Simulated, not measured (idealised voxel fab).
process module | voxel transistor to metal
cross-section cut | 150 nm wide | cells 5 nm
A cross-section is a grid of square cells, given in bands from the top down. A band is one or more rows of cells.
Each band's line starts with the height of the band's top and of its bottom, in nm. Then come its materials from left to right, each with its width in nm. One material with "throughout" fills the band from edge to edge. "air" is empty space.
Height 0 is the level under which the wafer as received is all one material. The lowest band goes on downwards, as in "0 down".
A width such as "30 to 40" changes by the same amount from each row of cells to the next, from the band's top row to its bottom row.
"no change" after a step means that no cell of the cross-section changed.
closed voids: empty space of 8 cells or more with no open way to the top, each as width x height at its distance from the left edge, in nm
after a step's settings: what the simulator itself notes on the step
overlay nm, on a step with a mask: how far to the right of its planned place the mask lay; to the left if negative
plan
1 op RECEIVE | material Si
2 op CONFORMAL_DEP | material SiO2 | thk nm 5
3 op CONFORMAL_DEP | material SiN | thk nm 10
4 op PATTERN | tone cover | mask id ACTIVE | material resist | width nm 115 | thk nm 15 | overlay nm 0
5 op DIRECTIONAL_ETCH | etch materials SiN | depth nm 10
6 op DIRECTIONAL_ETCH | etch materials SiO2 | depth nm 5
7 op DIRECTIONAL_ETCH | etch materials Si | depth nm 20
8 op STRIP | etch materials resist
9 op FILL_DEP | material SiO2 | thk nm 15
10 op CMP | height nm 15
11 op SELECTIVE_ETCH | etch materials SiO2 | depth nm 10
12 op STRIP | etch materials SiN
13 op SELECTIVE_ETCH | etch materials SiO2 | depth nm 5
14 op OXIDIZE | depth nm 5
15 op DIRECTIONAL_DEP | material polySi | thk nm 20
16 op DIRECTIONAL_DEP | material SiCN | thk nm 10
17 op DIRECTIONAL_DEP | material aC | thk nm 10
18 op PATTERN | tone cover | mask id GATE | material resist | width nm 35 | thk nm 30 | overlay nm 0
19 op DIRECTIONAL_ETCH | etch materials aC | depth nm 10
20 op STRIP | etch materials resist
21 op DIRECTIONAL_ETCH | etch materials SiCN | depth nm 20
22 op DIRECTIONAL_ETCH | etch materials polySi | depth nm 30
23 op STRIP | etch materials aC
24 op CONFORMAL_DEP | material SiN | thk nm 5
25 op DIRECTIONAL_ETCH | etch materials SiN | depth nm 5
26 op DIRECTIONAL_ETCH | etch materials SiO2 | depth nm 5
27 op DIRECTIONAL_ETCH | etch materials Si | depth nm 5
28 op EPI | material SiGe | thk nm 10
29 op FILL_DEP | material SiO2 | thk nm 10
30 op CMP | height nm 20
31 op STRIP | etch materials polySi
32 op SELECTIVE_ETCH | etch materials SiO2 | depth nm 5
33 op CONFORMAL_DEP | material HfO2 | thk nm 5
34 op CONFORMAL_DEP | material TiN | thk nm 5
35 op FILL_DEP | material W | thk nm 5
36 op CMP | height nm 15
37 op DIRECTIONAL_DEP | material SiO2 | thk nm 10
38 op PATTERN | tone open | mask id CONTACT | material resist | width nm 15 | pitch nm 90 | thk nm 20 | overlay nm 0
39 op DIRECTIONAL_ETCH | etch materials SiO2 | depth nm 25
40 op STRIP | etch materials resist
41 op CONFORMAL_DEP | material TiN | thk nm 5
42 op FILL_DEP | material W | thk nm 5
43 op CMP | height nm 25
44 op CONFORMAL_DEP | material SiCN | thk nm 5
45 op DIRECTIONAL_DEP | material lowk | thk nm 20
46 op PATTERN | tone open | mask id METAL_1 | material resist | width nm 15 | pitch nm 90 | thk nm 15 | overlay nm 0
47 op DIRECTIONAL_ETCH | etch materials lowk | depth nm 20
48 op DIRECTIONAL_ETCH | etch materials SiCN | depth nm 5
49 op STRIP | etch materials resist
50 op CONFORMAL_DEP | material TiN | thk nm 5
51 op FILL_DEP | material Ru | thk nm 5
52 op CMP | height nm 50
53 op EPI | material Ru | thk nm 5
54 op FILL_DEP | material SiCN | thk nm 5
first wafer, as planned
as received, after step 1
  0 down: Si throughout
  closed voids: none
after step 2
  5 to 0: SiO2 throughout
  below 0: unchanged
after step 3
  15 to 5: SiN throughout
  below 5: unchanged
after step 4
  30 to 15: air 15 | resist 115 | air 20
  below 15: unchanged
after step 5
  30 to 15: air 15 | resist 115 | air 20
  15 to 5: air 15 | SiN 115 | air 20
  below 5: unchanged
after step 6
  30 to 15: air 15 | resist 115 | air 20
  15 to 5: air 15 | SiN 115 | air 20
  5 to 0: air 15 | SiO2 115 | air 20
  below 0: unchanged
after step 7
  30 to 15: air 15 | resist 115 | air 20
  15 to 5: air 15 | SiN 115 | air 20
  5 to 0: air 15 | SiO2 115 | air 20
  0 to -20: air 15 | Si 115 | air 20
  below -20: unchanged
after step 8
  15 to 5: air 15 | SiN 115 | air 20
  below 5: unchanged
after step 9
  30 to 15: SiO2 throughout
  15 to 5: SiO2 15 | SiN 115 | SiO2 20
  5 to 0: SiO2 throughout
  0 to -20: SiO2 15 | Si 115 | SiO2 20
  below -20: unchanged
after step 10
  15 to 5: SiO2 15 | SiN 115 | SiO2 20
  below 5: unchanged
after step 11
  15 to 5: air 15 | SiN 115 | air 20
  below 5: unchanged
after step 12
  5 to 0: SiO2 throughout
  below 0: unchanged
after step 13
  0 to -20: SiO2 15 | Si 115 | SiO2 20
  below -20: unchanged
after step 14
  0 to -5: SiO2 throughout
  below -5: unchanged
after step 15
  20 to 0: polySi throughout
  below 0: unchanged
after step 16
  30 to 20: SiCN throughout
  below 20: unchanged
after step 17
  40 to 30: aC throughout
  below 30: unchanged
after step 18
  70 to 40: air 55 | resist 35 | air 60
  below 40: unchanged
after step 19
  60 to 40: air 55 | resist 35 | air 60
  40 to 30: air 55 | aC 35 | air 60
  below 30: unchanged
after step 20
  40 to 30: air 55 | aC 35 | air 60
  below 30: unchanged
after step 21
  40 to 30: air 55 | aC 35 | air 60
  30 to 20: air 55 | SiCN 35 | air 60
  below 20: unchanged
after step 22
  40 to 30: air 55 | aC 35 | air 60
  30 to 20: air 55 | SiCN 35 | air 60
  20 to 0: air 55 | polySi 35 | air 60
  below 0: unchanged
after step 23
  30 to 20: air 55 | SiCN 35 | air 60
  below 20: unchanged
after step 24
  35 to 30: air 50 | SiN 45 | air 55
  30 to 20: air 50 | SiN 5 | SiCN 35 | SiN 5 | air 55
  20 to 5: air 50 | SiN 5 | polySi 35 | SiN 5 | air 55
  5 to 0: SiN 55 | polySi 35 | SiN 60
  below 0: unchanged
after step 25
  30 to 20: air 50 | SiN 5 | SiCN 35 | SiN 5 | air 55
  20 to 0: air 50 | SiN 5 | polySi 35 | SiN 5 | air 55
  below 0: unchanged
after step 26
  30 to 20: air 50 | SiN 5 | SiCN 35 | SiN 5 | air 55
  20 to 0: air 50 | SiN 5 | polySi 35 | SiN 5 | air 55
  0 to -5: air 50 | SiO2 45 | air 55
  below -5: unchanged
after step 27
  30 to 20: air 50 | SiN 5 | SiCN 35 | SiN 5 | air 55
  20 to 0: air 50 | SiN 5 | polySi 35 | SiN 5 | air 55
  0 to -5: air 50 | SiO2 45 | air 55
  -5 to -10: SiO2 15 | air 35 | Si 45 | air 35 | SiO2 20
  below -10: unchanged
after step 28
  30 to 20: air 50 | SiN 5 | SiCN 35 | SiN 5 | air 55
  20 to 5: air 50 | SiN 5 | polySi 35 | SiN 5 | air 55
  5 to 0: air 40 | SiGe 10 | SiN 5 | polySi 35 | SiN 5 | SiGe 10 | air 45
  0 to -5: air 10 | SiGe 40 | SiO2 45 | SiGe 40 | air 15
  -5 to -10: SiO2 15 | SiGe 35 | Si 45 | SiGe 35 | SiO2 20
  below -10: unchanged
after step 29
  40 to 30: SiO2 throughout
  30 to 20: SiO2 50 | SiN 5 | SiCN 35 | SiN 5 | SiO2 55
  20 to 5: SiO2 50 | SiN 5 | polySi 35 | SiN 5 | SiO2 55
  5 to 0: SiO2 40 | SiGe 10 | SiN 5 | polySi 35 | SiN 5 | SiGe 10 | SiO2 45
  0 to -5: SiO2 10 | SiGe 40 | SiO2 45 | SiGe 40 | SiO2 15
  below -5: unchanged
after step 30
  20 to 5: SiO2 50 | SiN 5 | polySi 35 | SiN 5 | SiO2 55
  below 5: unchanged
after step 31
  20 to 5: SiO2 50 | SiN 5 | air 35 | SiN 5 | SiO2 55
  5 to 0: SiO2 40 | SiGe 10 | SiN 5 | air 35 | SiN 5 | SiGe 10 | SiO2 45
  below 0: unchanged
after step 32
  20 to 15: air 50 | SiN 5 | air 35 | SiN 5 | air 55
  15 to 5: SiO2 50 | SiN 5 | air 35 | SiN 5 | SiO2 55
  5 to 0: SiO2 40 | SiGe 10 | SiN 5 | air 35 | SiN 5 | SiGe 10 | SiO2 45
  0 to -5: SiO2 10 | SiGe 40 | air 45 | SiGe 40 | SiO2 15
  below -5: unchanged
after step 33
  25 to 20: air 45 | HfO2 15 | air 25 | HfO2 15 | air 50
  20 to 15: HfO2 50 | SiN 5 | HfO2 5 | air 25 | HfO2 5 | SiN 5 | HfO2 55
  15 to 5: SiO2 50 | SiN 5 | HfO2 5 | air 25 | HfO2 5 | SiN 5 | SiO2 55
  5 to 0: SiO2 40 | SiGe 10 | SiN 5 | HfO2 5 | air 25 | HfO2 5 | SiN 5 | SiGe 10 | SiO2 45
  0 to -5: SiO2 10 | SiGe 40 | HfO2 45 | SiGe 40 | SiO2 15
  below -5: unchanged
after step 34
  30 to 25: air 40 | TiN 25 | air 15 | TiN 25 | air 45
  25 to 20: TiN 45 | HfO2 15 | TiN 5 | air 15 | TiN 5 | HfO2 15 | TiN 50
  20 to 15: HfO2 50 | SiN 5 | HfO2 5 | TiN 5 | air 15 | TiN 5 | HfO2 5 | SiN 5 | HfO2 55
  15 to 5: SiO2 50 | SiN 5 | HfO2 5 | TiN 5 | air 15 | TiN 5 | HfO2 5 | SiN 5 | SiO2 55
  5 to 0: SiO2 40 | SiGe 10 | SiN 5 | HfO2 5 | TiN 25 | HfO2 5 | SiN 5 | SiGe 10 | SiO2 45
  below 0: unchanged
after step 35
  35 to 30: W throughout
  30 to 25: W 40 | TiN 25 | W 15 | TiN 25 | W 45
  25 to 20: TiN 45 | HfO2 15 | TiN 5 | W 15 | TiN 5 | HfO2 15 | TiN 50
  20 to 15: HfO2 50 | SiN 5 | HfO2 5 | TiN 5 | W 15 | TiN 5 | HfO2 5 | SiN 5 | HfO2 55
  15 to 5: SiO2 50 | SiN 5 | HfO2 5 | TiN 5 | W 15 | TiN 5 | HfO2 5 | SiN 5 | SiO2 55
  below 5: unchanged
after step 36
  15 to 5: SiO2 50 | SiN 5 | HfO2 5 | TiN 5 | W 15 | TiN 5 | HfO2 5 | SiN 5 | SiO2 55
  below 5: unchanged
after step 37
  25 to 15: SiO2 throughout
  below 15: unchanged
after step 38
  45 to 25: resist 20 | air 15 | resist 75 | air 15 | resist 25
  below 25: unchanged
after step 39
  45 to 25: resist 20 | air 15 | resist 75 | air 15 | resist 25
  25 to 15: SiO2 20 | air 15 | SiO2 75 | air 15 | SiO2 25
  15 to 5: SiO2 20 | air 15 | SiO2 15 | SiN 5 | HfO2 5 | TiN 5 | W 15 | TiN 5 | HfO2 5 | SiN 5 | SiO2 15 | air 15 | SiO2 25
  5 to 0: SiO2 20 | air 15 | SiO2 5 | SiGe 10 | SiN 5 | HfO2 5 | TiN 25 | HfO2 5 | SiN 5 | SiGe 10 | SiO2 5 | air 15 | SiO2 25
  below 0: unchanged
after step 40
  25 to 15: SiO2 20 | air 15 | SiO2 75 | air 15 | SiO2 25
  below 15: unchanged
after step 41
  30 to 25: TiN 25 | air 5 | TiN 85 | air 5 | TiN 30
  25 to 15: SiO2 20 | TiN 5 | air 5 | TiN 5 | SiO2 75 | TiN 5 | air 5 | TiN 5 | SiO2 25
  15 to 5: SiO2 20 | TiN 5 | air 5 | TiN 5 | SiO2 15 | SiN 5 | HfO2 5 | TiN 5 | W 15 | TiN 5 | HfO2 5 | SiN 5 | SiO2 15 | TiN 5 | air 5 | TiN 5 | SiO2 25
  5 to 0: SiO2 20 | TiN 15 | SiO2 5 | SiGe 10 | SiN 5 | HfO2 5 | TiN 25 | HfO2 5 | SiN 5 | SiGe 10 | SiO2 5 | TiN 15 | SiO2 25
  below 0: unchanged
after step 42
  35 to 30: W throughout
  30 to 25: TiN 25 | W 5 | TiN 85 | W 5 | TiN 30
  25 to 15: SiO2 20 | TiN 5 | W 5 | TiN 5 | SiO2 75 | TiN 5 | W 5 | TiN 5 | SiO2 25
  15 to 5: SiO2 20 | TiN 5 | W 5 | TiN 5 | SiO2 15 | SiN 5 | HfO2 5 | TiN 5 | W 15 | TiN 5 | HfO2 5 | SiN 5 | SiO2 15 | TiN 5 | W 5 | TiN 5 | SiO2 25
  below 5: unchanged
after step 43
  25 to 15: SiO2 20 | TiN 5 | W 5 | TiN 5 | SiO2 75 | TiN 5 | W 5 | TiN 5 | SiO2 25
  below 15: unchanged
after step 44
  30 to 25: SiCN throughout
  below 25: unchanged
after step 45
  50 to 30: lowk throughout
  below 30: unchanged
after step 46
  65 to 50: resist 20 | air 15 | resist 75 | air 15 | resist 25
  below 50: unchanged
after step 47
  65 to 50: resist 20 | air 15 | resist 75 | air 15 | resist 25
  50 to 30: lowk 20 | air 15 | lowk 75 | air 15 | lowk 25
  below 30: unchanged
after step 48
  65 to 50: resist 20 | air 15 | resist 75 | air 15 | resist 25
  50 to 30: lowk 20 | air 15 | lowk 75 | air 15 | lowk 25
  30 to 25: SiCN 20 | air 15 | SiCN 75 | air 15 | SiCN 25
  below 25: unchanged
after step 49
  50 to 30: lowk 20 | air 15 | lowk 75 | air 15 | lowk 25
  below 30: unchanged
after step 50
  55 to 50: TiN 25 | air 5 | TiN 85 | air 5 | TiN 30
  50 to 30: lowk 20 | TiN 5 | air 5 | TiN 5 | lowk 75 | TiN 5 | air 5 | TiN 5 | lowk 25
  30 to 25: SiCN 20 | TiN 15 | SiCN 75 | TiN 15 | SiCN 25
  below 25: unchanged
after step 51
  60 to 55: Ru throughout
  55 to 50: TiN 25 | Ru 5 | TiN 85 | Ru 5 | TiN 30
  50 to 30: lowk 20 | TiN 5 | Ru 5 | TiN 5 | lowk 75 | TiN 5 | Ru 5 | TiN 5 | lowk 25
  below 30: unchanged
after step 52
  50 to 30: lowk 20 | TiN 5 | Ru 5 | TiN 5 | lowk 75 | TiN 5 | Ru 5 | TiN 5 | lowk 25
  below 30: unchanged
after step 53
  55 to 50: air 15 | Ru 25 | air 65 | Ru 25 | air 20
  below 50: unchanged
after step 54
  60 to 55: SiCN throughout
  55 to 50: SiCN 15 | Ru 25 | SiCN 65 | Ru 25 | SiCN 20
  below 50: unchanged
second wafer: like start, like plan, one mistake. Through step 3 it matches the first wafer
when step 4 should have ended
  30 to 15: resist 15 | air 115 | resist 20
  below 15: unchanged
when step 5 should have ended
  30 to 15: resist 15 | air 115 | resist 20
  15 to 5: SiN 15 | air 115 | SiN 20
  below 5: unchanged
when step 6 should have ended
  30 to 15: resist 15 | air 115 | resist 20
  15 to 5: SiN 15 | air 115 | SiN 20
  5 to 0: SiO2 15 | air 115 | SiO2 20
  below 0: unchanged
when step 7 should have ended
  30 to 15: resist 15 | air 115 | resist 20
  15 to 5: SiN 15 | air 115 | SiN 20
  5 to 0: SiO2 15 | air 115 | SiO2 20
  0 to -20: Si 15 | air 115 | Si 20
  below -20: unchanged
when step 8 should have ended
  15 to 5: SiN 15 | air 115 | SiN 20
  below 5: unchanged
when step 9 should have ended
  30 to 15: SiO2 throughout
  15 to 5: SiN 15 | SiO2 115 | SiN 20
  5 to 0: SiO2 throughout
  0 to -20: Si 15 | SiO2 115 | Si 20
  below -20: unchanged
when step 10 should have ended
  15 to 5: SiN 15 | SiO2 115 | SiN 20
  below 5: unchanged
when step 11 should have ended
  15 to 5: SiN 15 | air 115 | SiN 20
  below 5: unchanged
when step 12 should have ended
  5 to 0: SiO2 throughout
  below 0: unchanged
when step 13 should have ended
  0 to -20: Si 15 | SiO2 115 | Si 20
  below -20: unchanged
when step 14 should have ended
  0 to -5: SiO2 throughout
  below -5: unchanged
when step 15 should have ended
  20 to 0: polySi throughout
  below 0: unchanged
when step 16 should have ended
  30 to 20: SiCN throughout
  below 20: unchanged
when step 17 should have ended
  40 to 30: aC throughout
  below 30: unchanged
when step 18 should have ended
  70 to 40: air 55 | resist 35 | air 60
  below 40: unchanged
when step 19 should have ended
  60 to 40: air 55 | resist 35 | air 60
  40 to 30: air 55 | aC 35 | air 60
  below 30: unchanged
when step 20 should have ended
  40 to 30: air 55 | aC 35 | air 60
  below 30: unchanged
when step 21 should have ended
  40 to 30: air 55 | aC 35 | air 60
  30 to 20: air 55 | SiCN 35 | air 60
  below 20: unchanged
when step 22 should have ended
  40 to 30: air 55 | aC 35 | air 60
  30 to 20: air 55 | SiCN 35 | air 60
  20 to 0: air 55 | polySi 35 | air 60
  below 0: unchanged
when step 23 should have ended
  30 to 20: air 55 | SiCN 35 | air 60
  below 20: unchanged
when step 24 should have ended
  35 to 30: air 50 | SiN 45 | air 55
  30 to 20: air 50 | SiN 5 | SiCN 35 | SiN 5 | air 55
  20 to 5: air 50 | SiN 5 | polySi 35 | SiN 5 | air 55
  5 to 0: SiN 55 | polySi 35 | SiN 60
  below 0: unchanged
when step 25 should have ended
  30 to 20: air 50 | SiN 5 | SiCN 35 | SiN 5 | air 55
  20 to 0: air 50 | SiN 5 | polySi 35 | SiN 5 | air 55
  below 0: unchanged
when step 26 should have ended
  30 to 20: air 50 | SiN 5 | SiCN 35 | SiN 5 | air 55
  20 to 0: air 50 | SiN 5 | polySi 35 | SiN 5 | air 55
  0 to -5: air 50 | SiO2 45 | air 55
  below -5: unchanged
when step 27 should have ended
  30 to 20: air 50 | SiN 5 | SiCN 35 | SiN 5 | air 55
  20 to 0: air 50 | SiN 5 | polySi 35 | SiN 5 | air 55
  0 to -10: air 50 to 15 | SiO2 45 to 115 | air 55 to 20
  below -10: unchanged
when step 28 should have ended
  30 to 20: air 50 | SiN 5 | SiCN 35 | SiN 5 | air 55
  20 to 0: air 50 | SiN 5 | polySi 35 | SiN 5 | air 55
  0 to -5: SiGe 20 | air 30 | SiO2 45 | air 30 | SiGe 25
  -5 to -10: SiGe 15 | SiO2 115 | SiGe 20
  below -10: unchanged
when step 29 should have ended
  40 to 30: SiO2 throughout
  30 to 20: SiO2 50 | SiN 5 | SiCN 35 | SiN 5 | SiO2 55
  20 to 0: SiO2 50 | SiN 5 | polySi 35 | SiN 5 | SiO2 55
  0 to -10: SiGe 20 to 15 | SiO2 105 to 115 | SiGe 25 to 20
  below -10: unchanged
when step 30 should have ended
  20 to 0: SiO2 50 | SiN 5 | polySi 35 | SiN 5 | SiO2 55
  below 0: unchanged
when step 31 should have ended
  20 to 0: SiO2 50 | SiN 5 | air 35 | SiN 5 | SiO2 55
  below 0: unchanged
when step 32 should have ended
  20 to 15: air 50 | SiN 5 | air 35 | SiN 5 | air 55
  15 to 0: SiO2 50 | SiN 5 | air 35 | SiN 5 | SiO2 55
  0 to -5: SiGe 20 | SiO2 30 | air 45 | SiO2 30 | SiGe 25
  below -5: unchanged
when step 33 should have ended
  25 to 20: air 45 | HfO2 15 | air 25 | HfO2 15 | air 50
  20 to 15: HfO2 50 | SiN 5 | HfO2 5 | air 25 | HfO2 5 | SiN 5 | HfO2 55
  15 to 0: SiO2 50 | SiN 5 | HfO2 5 | air 25 | HfO2 5 | SiN 5 | SiO2 55
  0 to -5: SiGe 20 | SiO2 30 | HfO2 45 | SiO2 30 | SiGe 25
  below -5: unchanged
when step 34 should have ended
  30 to 25: air 40 | TiN 25 | air 15 | TiN 25 | air 45
  25 to 20: TiN 45 | HfO2 15 | TiN 5 | air 15 | TiN 5 | HfO2 15 | TiN 50
  20 to 15: HfO2 50 | SiN 5 | HfO2 5 | TiN 5 | air 15 | TiN 5 | HfO2 5 | SiN 5 | HfO2 55
  15 to 5: SiO2 50 | SiN 5 | HfO2 5 | TiN 5 | air 15 | TiN 5 | HfO2 5 | SiN 5 | SiO2 55
  5 to 0: SiO2 50 | SiN 5 | HfO2 5 | TiN 25 | HfO2 5 | SiN 5 | SiO2 55
  below 0: unchanged
when step 35 should have ended
  35 to 30: W throughout
  30 to 25: W 40 | TiN 25 | W 15 | TiN 25 | W 45
  25 to 20: TiN 45 | HfO2 15 | TiN 5 | W 15 | TiN 5 | HfO2 15 | TiN 50
  20 to 15: HfO2 50 | SiN 5 | HfO2 5 | TiN 5 | W 15 | TiN 5 | HfO2 5 | SiN 5 | HfO2 55
  15 to 5: SiO2 50 | SiN 5 | HfO2 5 | TiN 5 | W 15 | TiN 5 | HfO2 5 | SiN 5 | SiO2 55
  below 5: unchanged
when step 36 should have ended
  15 to 5: SiO2 50 | SiN 5 | HfO2 5 | TiN 5 | W 15 | TiN 5 | HfO2 5 | SiN 5 | SiO2 55
  below 5: unchanged
when step 37 should have ended
  25 to 15: SiO2 throughout
  below 15: unchanged
when step 38 should have ended
  45 to 25: resist 20 | air 15 | resist 75 | air 15 | resist 25
  below 25: unchanged
when step 39 should have ended
  45 to 25: resist 20 | air 15 | resist 75 | air 15 | resist 25
  25 to 15: SiO2 20 | air 15 | SiO2 75 | air 15 | SiO2 25
  15 to 5: SiO2 20 | air 15 | SiO2 15 | SiN 5 | HfO2 5 | TiN 5 | W 15 | TiN 5 | HfO2 5 | SiN 5 | SiO2 15 | air 15 | SiO2 25
  5 to 0: SiO2 20 | air 15 | SiO2 15 | SiN 5 | HfO2 5 | TiN 25 | HfO2 5 | SiN 5 | SiO2 15 | air 15 | SiO2 25
  below 0: unchanged
when step 40 should have ended
  25 to 15: SiO2 20 | air 15 | SiO2 75 | air 15 | SiO2 25
  below 15: unchanged
when step 41 should have ended
  30 to 25: TiN 25 | air 5 | TiN 85 | air 5 | TiN 30
  25 to 15: SiO2 20 | TiN 5 | air 5 | TiN 5 | SiO2 75 | TiN 5 | air 5 | TiN 5 | SiO2 25
  15 to 5: SiO2 20 | TiN 5 | air 5 | TiN 5 | SiO2 15 | SiN 5 | HfO2 5 | TiN 5 | W 15 | TiN 5 | HfO2 5 | SiN 5 | SiO2 15 | TiN 5 | air 5 | TiN 5 | SiO2 25
  5 to 0: SiO2 20 | TiN 15 | SiO2 15 | SiN 5 | HfO2 5 | TiN 25 | HfO2 5 | SiN 5 | SiO2 15 | TiN 15 | SiO2 25
  below 0: unchanged
when step 42 should have ended
  35 to 30: W throughout
  30 to 25: TiN 25 | W 5 | TiN 85 | W 5 | TiN 30
  25 to 15: SiO2 20 | TiN 5 | W 5 | TiN 5 | SiO2 75 | TiN 5 | W 5 | TiN 5 | SiO2 25
  15 to 5: SiO2 20 | TiN 5 | W 5 | TiN 5 | SiO2 15 | SiN 5 | HfO2 5 | TiN 5 | W 15 | TiN 5 | HfO2 5 | SiN 5 | SiO2 15 | TiN 5 | W 5 | TiN 5 | SiO2 25
  below 5: unchanged
when step 43 should have ended
  25 to 15: SiO2 20 | TiN 5 | W 5 | TiN 5 | SiO2 75 | TiN 5 | W 5 | TiN 5 | SiO2 25
  below 15: unchanged
when step 44 should have ended
  30 to 25: SiCN throughout
  below 25: unchanged
when step 45 should have ended
  50 to 30: lowk throughout
  below 30: unchanged
when step 46 should have ended
  65 to 50: resist 20 | air 15 | resist 75 | air 15 | resist 25
  below 50: unchanged
when step 47 should have ended
  65 to 50: resist 20 | air 15 | resist 75 | air 15 | resist 25
  50 to 30: lowk 20 | air 15 | lowk 75 | air 15 | lowk 25
  below 30: unchanged
when step 48 should have ended
  65 to 50: resist 20 | air 15 | resist 75 | air 15 | resist 25
  50 to 30: lowk 20 | air 15 | lowk 75 | air 15 | lowk 25
  30 to 25: SiCN 20 | air 15 | SiCN 75 | air 15 | SiCN 25
  below 25: unchanged
when step 49 should have ended
  50 to 30: lowk 20 | air 15 | lowk 75 | air 15 | lowk 25
  below 30: unchanged
when step 50 should have ended
  55 to 50: TiN 25 | air 5 | TiN 85 | air 5 | TiN 30
  50 to 30: lowk 20 | TiN 5 | air 5 | TiN 5 | lowk 75 | TiN 5 | air 5 | TiN 5 | lowk 25
  30 to 25: SiCN 20 | TiN 15 | SiCN 75 | TiN 15 | SiCN 25
  below 25: unchanged
when step 51 should have ended
  60 to 55: Ru throughout
  55 to 50: TiN 25 | Ru 5 | TiN 85 | Ru 5 | TiN 30
  50 to 30: lowk 20 | TiN 5 | Ru 5 | TiN 5 | lowk 75 | TiN 5 | Ru 5 | TiN 5 | lowk 25
  below 30: unchanged
when step 52 should have ended
  50 to 30: lowk 20 | TiN 5 | Ru 5 | TiN 5 | lowk 75 | TiN 5 | Ru 5 | TiN 5 | lowk 25
  below 30: unchanged
when step 53 should have ended
  55 to 50: air 15 | Ru 25 | air 65 | Ru 25 | air 20
  below 50: unchanged
when step 54 should have ended
  60 to 55: SiCN throughout
  55 to 50: SiCN 15 | Ru 25 | SiCN 65 | Ru 25 | SiCN 20
  below 50: unchanged
what went wrong: step 4 ran as: op PATTERN | tone open | mask id ACTIVE | material resist | width nm 115 | thk nm 15 | overlay nm 0
at the end the second wafer has, in cells: 41 fewer of Si | 18 fewer of SiGe | 59 more of SiO2
